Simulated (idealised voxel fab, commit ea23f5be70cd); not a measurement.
process module | voxel capacitor over wiring
cross-section cut | 265 nm wide | cells 5 nm
A cross-section is a grid of square cells, given in bands from the top down. A band is one or more rows of cells.
Each band's line starts with the height of the band's top and of its bottom, in nm. Then come its materials from left to right, each with its width in nm. One material with "throughout" fills the band from edge to edge. "air" is empty space.
Height 0 is the level under which the wafer as received is all one material. The lowest band goes on downwards, as in "0 down".
A width such as "30 to 40" changes by the same amount from each row of cells to the next, from the band's top row to its bottom row.
"no change" after a step means that no cell of the cross-section changed.
closed voids: empty space of 8 cells or more with no open way to the top, each as width x height at its distance from the left edge, in nm
after a step's settings: what the simulator itself notes on the step
overlay nm, on a step with a mask: how far to the right of its planned place the mask lay; to the left if negative
plan
1 op RECEIVE | material Si
2 op CONFORMAL_DEP | material SiO2 | thk nm 15
3 op CONFORMAL_DEP | material SiCN | thk nm 5
4 op DIRECTIONAL_DEP | material lowk | thk nm 20
5 op DIRECTIONAL_DEP | material aC | thk nm 10
6 op PATTERN | tone open | mask id METAL_1 | material resist | width nm 30 | pitch nm 80 | thk nm 25 | overlay nm 0
7 op DIRECTIONAL_ETCH | etch materials aC | depth nm 10
8 op STRIP | etch materials resist
9 op DIRECTIONAL_ETCH | etch materials lowk | depth nm 20
10 op DIRECTIONAL_ETCH | etch materials SiCN | depth nm 5
11 op STRIP | etch materials aC
12 op CONFORMAL_DEP | material TiN | thk nm 5
13 op FILL_DEP | material Ru | thk nm 10
14 op CMP | height nm 40
15 op EPI | material Ru | thk nm 5
16 op FILL_DEP | material SiCN | thk nm 5
17 op DIRECTIONAL_DEP | material SiO2 | thk nm 20
18 op DIRECTIONAL_DEP | material aC | thk nm 10
19 op PATTERN | tone open | mask id PLUG_1 | material resist | width nm 15 | thk nm 25 | overlay nm 0
20 op DIRECTIONAL_ETCH | etch materials aC | depth nm 10
21 op STRIP | etch materials resist
22 op DIRECTIONAL_ETCH | etch materials SiO2 | depth nm 20
23 op DIRECTIONAL_ETCH | etch materials SiCN | depth nm 5
24 op STRIP | etch materials aC
25 op CONFORMAL_DEP | material TiN | thk nm 5
26 op FILL_DEP | material Cu | thk nm 5
27 op CMP | height nm 70
28 op DIRECTIONAL_DEP | material TiN | thk nm 5
29 op DIRECTIONAL_DEP | material SiN | thk nm 5
30 op DIRECTIONAL_DEP | material TiN | thk nm 5
31 op DIRECTIONAL_DEP | material aC | thk nm 15
32 op PATTERN | tone cover | mask id UPPER_PLATE | material resist | width nm 55 | thk nm 30 | overlay nm 0
33 op DIRECTIONAL_ETCH | etch materials aC | depth nm 15
34 op STRIP | etch materials resist
35 op DIRECTIONAL_ETCH | etch materials TiN | depth nm 5
36 op DIRECTIONAL_ETCH | etch materials SiN | depth nm 5
37 op STRIP | etch materials aC
38 op MASKED_ETCH | tone cover | mask id LOWER_PLATE | width nm 65 | etch materials TiN | depth nm 5 | overlay nm 0
39 op FILL_DEP | material SiO2 | thk nm 15
40 op CMP | height nm 95
41 op MASKED_ETCH | tone open | mask id PLUG_2 | width nm 15 | etch materials SiO2 | depth nm 10 | overlay nm 0
42 op CONFORMAL_DEP | material TiN | thk nm 5
43 op FILL_DEP | material Cu | thk nm 5
44 op CMP | height nm 95
45 op CONFORMAL_DEP | material SiCN | thk nm 5
as received, after step 1
  0 down: Si throughout
  closed voids: none
first wafer at the end, as planned
  100 to 95: SiCN throughout
  95 to 90: SiO2 100 | TiN 5 | Cu 5 | TiN 5 | SiO2 150
  90 to 80: SiO2 100 to 90 | TiN 15 to 55 | SiO2 150 to 120
  80 to 75: SiO2 90 | SiN 55 | SiO2 120
  75 to 70: SiO2 85 | TiN 65 | SiO2 115
  70 to 50: SiO2 90 | TiN 5 | Cu 5 | TiN 5 | SiO2 160
  50 to 45: SiCN 90 | TiN 15 | SiCN 160
  45 to 40: SiCN 70 | Ru 40 | SiCN 40 | Ru 40 | SiCN 75
  40 to 20: lowk 75 | TiN 5 | Ru 20 | TiN 5 | lowk 50 | TiN 5 | Ru 20 | TiN 5 | lowk 80
  20 to 15: SiCN 75 | TiN 30 | SiCN 50 | TiN 30 | SiCN 80
  15 to 0: SiO2 throughout
  0 down: Si throughout
  closed voids: none
second wafer at the end: like start, like plan, one mistake
  100 to 95: SiCN throughout
  95 to 90: SiO2 100 | TiN 5 | Cu 5 | TiN 5 | SiO2 150
  90 to 80: SiO2 100 to 90 | TiN 15 to 55 | SiO2 150 to 120
  80 to 75: SiO2 90 | SiN 55 | SiO2 120
  75 to 70: SiO2 85 | TiN 65 | SiO2 115
  70 to 50: SiO2 90 | TiN 5 | Cu 5 | TiN 5 | SiO2 160
  50 to 45: SiCN 90 | TiN 15 | SiCN 160
  45 to 40: SiCN 70 | Ru 40 | SiCN 40 | Ru 40 | SiCN 75
  40 to 35: lowk 75 | TiN 5 | Ru 20 | TiN 5 | lowk 50 | TiN 5 | Ru 20 | TiN 5 | lowk 80
  35 to 30: SiCN 75 | TiN 30 | SiCN 50 | TiN 30 | SiCN 80
  30 to 0: SiO2 throughout
  0 down: Si throughout
  closed voids: none
what went wrong: step 2 was run twice
at the end the second wafer has, in cells: 24 fewer of Ru | 159 more of SiO2 | 12 fewer of TiN | 123 fewer of lowk
